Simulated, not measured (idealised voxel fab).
process module | voxel transistor to metal
cross-section cut | 205 nm wide | cells 5 nm
A cross-section is a grid of square cells, given in bands from the top down. A band is one or more rows of cells.
Each band's line starts with the height of the band's top and of its bottom, in nm. Then come its materials from left to right, each with its width in nm. One material with "throughout" fills the band from edge to edge. "air" is empty space.
Height 0 is the level under which the wafer as received is all one material. The lowest band goes on downwards, as in "0 down".
A width such as "30 to 40" changes by the same amount from each row of cells to the next, from the band's top row to its bottom row.
"no change" after a step means that no cell of the cross-section changed.
closed voids: empty space of 8 cells or more with no open way to the top, each as width x height at its distance from the left edge, in nm
after a step's settings: what the simulator itself notes on the step
overlay nm, on a step with a mask: how far to the right of its planned place the mask lay; to the left if negative
plan
1 op RECEIVE | material Si
2 op CONFORMAL_DEP | material SiO2 | thk nm 5
3 op CONFORMAL_DEP | material SiN | thk nm 10
4 op DIRECTIONAL_DEP | material aC | thk nm 10
5 op PATTERN | tone cover | mask id ACTIVE | material resist | width nm 120 | thk nm 30 | overlay nm 0
6 op DIRECTIONAL_ETCH | etch materials aC | depth nm 10
7 op STRIP | etch materials resist
8 op DIRECTIONAL_ETCH | etch materials SiN | depth nm 10
9 op DIRECTIONAL_ETCH | etch materials SiO2 | depth nm 5
10 op DIRECTIONAL_ETCH | etch materials Si | depth nm 30
11 op STRIP | etch materials aC
12 op FILL_DEP | material SiO2 | thk nm 10
13 op CMP | height nm 15
14 op SELECTIVE_ETCH | etch materials SiO2 | depth nm 5
15 op STRIP | etch materials SiN
16 op SELECTIVE_ETCH | etch materials SiO2 | depth nm 5
17 op OXIDIZE | depth nm 5
18 op DIRECTIONAL_DEP | material polySi | thk nm 30
19 op DIRECTIONAL_DEP | material SiCN | thk nm 15
20 op MASKED_ETCH | tone cover | mask id GATE | width nm 20 | etch materials SiCN | depth nm 25 | overlay nm 0
21 op MASKED_ETCH | tone cover | mask id GATE | width nm 20 | etch materials polySi | depth nm 40 | overlay nm 0
22 op CONFORMAL_DEP | material SiN | thk nm 5
23 op DIRECTIONAL_ETCH | etch materials SiN | depth nm 5
24 op DIRECTIONAL_ETCH | etch materials SiO2 | depth nm 5
25 op DIRECTIONAL_ETCH | etch materials Si | depth nm 5
26 op EPI | material SiGe | thk nm 10
27 op FILL_DEP | material SiO2 | thk nm 5
28 op CMP | height nm 45
29 op DIRECTIONAL_DEP | material SiO2 | thk nm 10
30 op PATTERN | tone open | mask id CONTACT | material resist | width nm 20 | pitch nm 80 | thk nm 20 | overlay nm 0
31 op DIRECTIONAL_ETCH | etch materials SiO2 | depth nm 55
32 op STRIP | etch materials resist
33 op CONFORMAL_DEP | material TiN | thk nm 5
34 op FILL_DEP | material W | thk nm 10
35 op CMP | height nm 55
36 op DIRECTIONAL_DEP | material TiN | thk nm 5
37 op DIRECTIONAL_DEP | material W | thk nm 15
38 op DIRECTIONAL_DEP | material aC | thk nm 10
39 op PATTERN | tone cover | mask id METAL_1 | material resist | width nm 20 | pitch nm 80 | thk nm 30 | overlay nm 0
40 op DIRECTIONAL_ETCH | etch materials aC | depth nm 10
41 op STRIP | etch materials resist
42 op DIRECTIONAL_ETCH | etch materials W | depth nm 15
43 op DIRECTIONAL_ETCH | etch materials TiN | depth nm 5
44 op STRIP | etch materials aC
45 op CONFORMAL_DEP | material SiN | thk nm 5
46 op FILL_DEP | material SiO2 | thk nm 10
47 op CMP | height nm 75
48 op CONFORMAL_DEP | material SiCN | thk nm 5
49 op DIRECTIONAL_DEP | material SiO2 | thk nm 30
50 op MASKED_ETCH | tone open | mask id METAL_2_HOLES | width nm 15 | pitch nm 80 | etch materials SiO2 | depth nm 30 | overlay nm 0
51 op PATTERN | tone open | mask id METAL_2 | material resist | width nm 20 | pitch nm 80 | thk nm 15 | overlay nm 0
52 op DIRECTIONAL_ETCH | etch materials SiO2 | depth nm 20
53 op DIRECTIONAL_ETCH | etch materials SiCN | depth nm 5
54 op STRIP | etch materials resist
55 op CONFORMAL_DEP | material TiN | thk nm 5
56 op FILL_DEP | material Cu | thk nm 5
57 op CMP | height nm 110
58 op CONFORMAL_DEP | material SiCN | thk nm 5
as received, after step 1
  0 down: Si throughout
  closed voids: none
a wafer at the end: this start, this plan, one mistake
  115 to 110: SiCN throughout
  110 to 95: SiO2 50 | TiN 5 | W 10 | TiN 5 | SiO2 60 | TiN 5 | W 10 | TiN 5 | SiO2 55
  95 to 90: SiO2 50 | TiN 5 | W 5 | TiN 10 | SiO2 60 | TiN 5 | W 5 | TiN 10 | SiO2 55
  90 to 80: SiO2 50 | TiN 5 | W 5 | TiN 5 | SiO2 65 | TiN 5 | W 5 | TiN 5 | SiO2 60
  80 to 75: SiCN 50 | TiN 15 | SiCN 65 | TiN 15 | SiCN 60
  75 to 60: SiO2 45 | SiN 5 | W 20 | SiN 5 | SiO2 50 | SiN 5 | W 20 | SiN 5 | SiO2 50
  60 to 55: SiN 50 | TiN 20 | SiN 60 | TiN 20 | SiN 55
  55 to 45: SiO2 50 | TiN 5 | W 10 | TiN 5 | SiO2 60 | TiN 5 | W 10 | TiN 5 | SiO2 55
  45 to 30: SiO2 50 | TiN 5 | W 10 | TiN 5 | SiO2 15 | SiN 5 | SiCN 20 | SiN 5 | SiO2 15 | TiN 5 | W 10 | TiN 5 | SiO2 55
  30 to 5: SiO2 50 | TiN 5 | W 10 | TiN 5 | SiO2 15 | SiN 5 | polySi 20 | SiN 5 | SiO2 15 | TiN 5 | W 10 | TiN 5 | SiO2 55
  5 to 0: SiO2 35 | SiN 5 | SiO2 10 | TiN 20 | SiO2 5 | SiGe 10 | SiN 5 | polySi 20 | SiN 5 | SiGe 10 | SiO2 5 | TiN 20 | SiO2 10 | SiN 5 | SiO2 40
  0 to -5: SiO2 40 | SiGe 45 | SiO2 30 | SiGe 45 | SiO2 45
  -5 to -10: SiO2 40 | SiGe 45 | Si 30 | SiGe 45 | SiO2 45
  -10 to -30: SiO2 40 | Si 120 | SiO2 45
  -30 down: Si throughout
  closed voids: none
what went wrong: step 56 ran as: op FILL_DEP | material W | thk nm 5
